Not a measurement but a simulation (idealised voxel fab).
process module | voxel transistor to metal
Xsec cut, 150 nm wide, square cell size 5 nm.
How to read a cross-section here: the picture is a grid of square cells, written as bands going from the top down, and any band can span one or more rows of cells.
Within each band entry, the heights of the top and of the bottom of the band appear first, in that order and in nm; the materials of the band then follow from left to right, each with its corresponding width in nm. The designation "edge to edge" on a single material indicates that it fills the band from edge to edge; the designation "empty" indicates empty space.
Beneath 0, the wafer as received is one material, and that level is where height counting begins. The lowest band goes on downward without a bottom; it is written like "0 and below".
The width entry "30..40" should be interpreted row by row: the top row of cells in the band takes the first number, the bottom row takes the second number, and the change between adjacent rows is uniform throughout.
"left unchanged" means the step left every cell of the cross-section as it was.
"Unvented cavities" - sealed voids, min. 8 cells, no opening to top; format: width x height at distance (distance from left edge; nm throughout).
Past the settings on a step's line: simulator remark, on that step.
For masked steps, "overlay nm" on the step line gives how far right of plan the mask actually lay; a minus sign means it lay to the left.

-- Process steps - plan
1. RECEIVE (material Si)
2. OXIDIZE (depth nm 5)
3. CONFORMAL_DEP (material SiN; thk nm 15)
4. DIRECTIONAL_DEP (material aC; thk nm 10)
5. PATTERN (tone cover; mask id ACTIVE; material resist; width nm 105; thk nm 25; overlay nm 0)
6. DIRECTIONAL_ETCH (etch materials aC; depth nm 10)
7. STRIP (etch materials resist)
8. DIRECTIONAL_ETCH (etch materials SiN; depth nm 15)
9. DIRECTIONAL_ETCH (etch materials SiO2; depth nm 5)
10. DIRECTIONAL_ETCH (etch materials Si; depth nm 30)
11. STRIP (etch materials aC)
12. FILL_DEP (material SiO2; thk nm 10)
13. CMP (height nm 15)
14. SELECTIVE_ETCH (etch materials SiO2; depth nm 15)
15. STRIP (etch materials SiN)
16. SELECTIVE_ETCH (etch materials SiO2; depth nm 5)
17. OXIDIZE (depth nm 5)
18. DIRECTIONAL_DEP (material polySi; thk nm 30)
19. DIRECTIONAL_DEP (material SiCN; thk nm 15)
20. DIRECTIONAL_DEP (material aC; thk nm 10)
21. PATTERN (tone cover; mask id GATE; material resist; width nm 25; thk nm 25; overlay nm 0)
22. DIRECTIONAL_ETCH (etch materials aC; depth nm 10)
23. STRIP (etch materials resist)
24. DIRECTIONAL_ETCH (etch materials SiCN; depth nm 25)
25. DIRECTIONAL_ETCH (etch materials polySi; depth nm 40)
26. STRIP (etch materials aC)
27. CONFORMAL_DEP (material SiN; thk nm 10)
28. DIRECTIONAL_ETCH (etch materials SiN; depth nm 10)
29. DIRECTIONAL_ETCH (etch materials SiO2; depth nm 5)
30. DIRECTIONAL_ETCH (etch materials Si; depth nm 10)
31. EPI (material pSi; thk nm 10)
32. FILL_DEP (material SiO2; thk nm 5)
33. CMP (height nm 25)
34. STRIP (etch materials polySi)
35. SELECTIVE_ETCH (etch materials SiO2; depth nm 5)
36. CONFORMAL_DEP (material HfO2; thk nm 5)
37. CONFORMAL_DEP (material TiN; thk nm 5)
38. FILL_DEP (material W; thk nm 5)
39. CMP (height nm 20)
40. DIRECTIONAL_DEP (material SiO2; thk nm 15)
41. MASKED_ETCH (tone open; mask id CONTACT; width nm 20; pitch nm 75; etch materials SiO2; depth nm 45; overlay nm 0)
42. CONFORMAL_DEP (material TiN; thk nm 5)
43. FILL_DEP (material W; thk nm 5)
44. CMP (height nm 35)
45. DIRECTIONAL_DEP (material TiN; thk nm 5)
46. DIRECTIONAL_DEP (material W; thk nm 20)
47. MASKED_ETCH (tone cover; mask id METAL_1; width nm 20; pitch nm 75; etch materials W; depth nm 20; overlay nm 0)
48. MASKED_ETCH (tone cover; mask id METAL_1; width nm 20; pitch nm 75; etch materials TiN; depth nm 5; overlay nm 0)
49. CONFORMAL_DEP (material SiCN; thk nm 5)
50. FILL_DEP (material SiO2; thk nm 5)
51. CMP (height nm 60)
52. CONFORMAL_DEP (material SiCN; thk nm 5)

-- Here's what the wafer looked like in cross-section when it arrived - that's after step 1
- 0 and below = Si edge to edge
- Unvented cavities: none

-- This is how the wafer looks in cross-section once the module is done, given the starting state and plan above and one mistake in carrying the plan out
- 65 down to 60 = SiCN edge to edge
- 60 down to 40 = SiO2=20, SiCN=5, W=20, SiCN=5, SiO2=45, SiCN=5, W=20, SiCN=5, SiO2=25
- 40 down to 35 = SiCN=25, TiN=20, SiCN=55, TiN=20, SiCN=30
- 35 down to 25 = SiO2=35, TiN=5, W=10, TiN=5, SiO2=55, TiN=5, W=10, TiN=5, SiO2=20
- 25 down to 20 = SiO2=35, TiN=5, W=5, TiN=10, SiO2=55, TiN=5, W=10, TiN=5, SiO2=20
- 20 down to 5 = SiO2=35, TiN=5, W=5, TiN=5, SiN=10, HfO2=5, TiN=5, W=5, TiN=5, HfO2=5, SiN=10, SiO2=15, TiN=5, W=10, TiN=5, SiO2=20
- 5 down to 0 = SiO2=35, TiN=15, SiN=10, HfO2=5, TiN=5, W=5, TiN=5, HfO2=5, SiN=10, SiO2=15, TiN=5, W=10, TiN=5, SiO2=20
- 0 down to -5 = SiO2=35, TiN=5, pSi=10, SiN=10, HfO2=5, TiN=15, HfO2=5, SiN=10, pSi=10, SiO2=5, TiN=5, W=10, TiN=5, SiO2=20
- -5 down to -10 = SiO2=35, TiN=5, pSi=10, SiO2=5, HfO2=35, SiO2=5, pSi=10, SiO2=5, TiN=20, SiO2=20
- -10 down to -20 = SiO2=20, pSi=30, Si=45, pSi=30, SiO2=25
- -20 down to -35 = SiO2=20, Si=105, SiO2=25
- -35 and below = Si edge to edge
- Unvented cavities: none
Plan not followed: for step 41, the planned setting was not used; the step was instead run as MASKED_ETCH (tone open; mask id CONTACT; width nm 20; pitch nm 75; etch materials SiO2; depth nm 45; overlay nm 10)
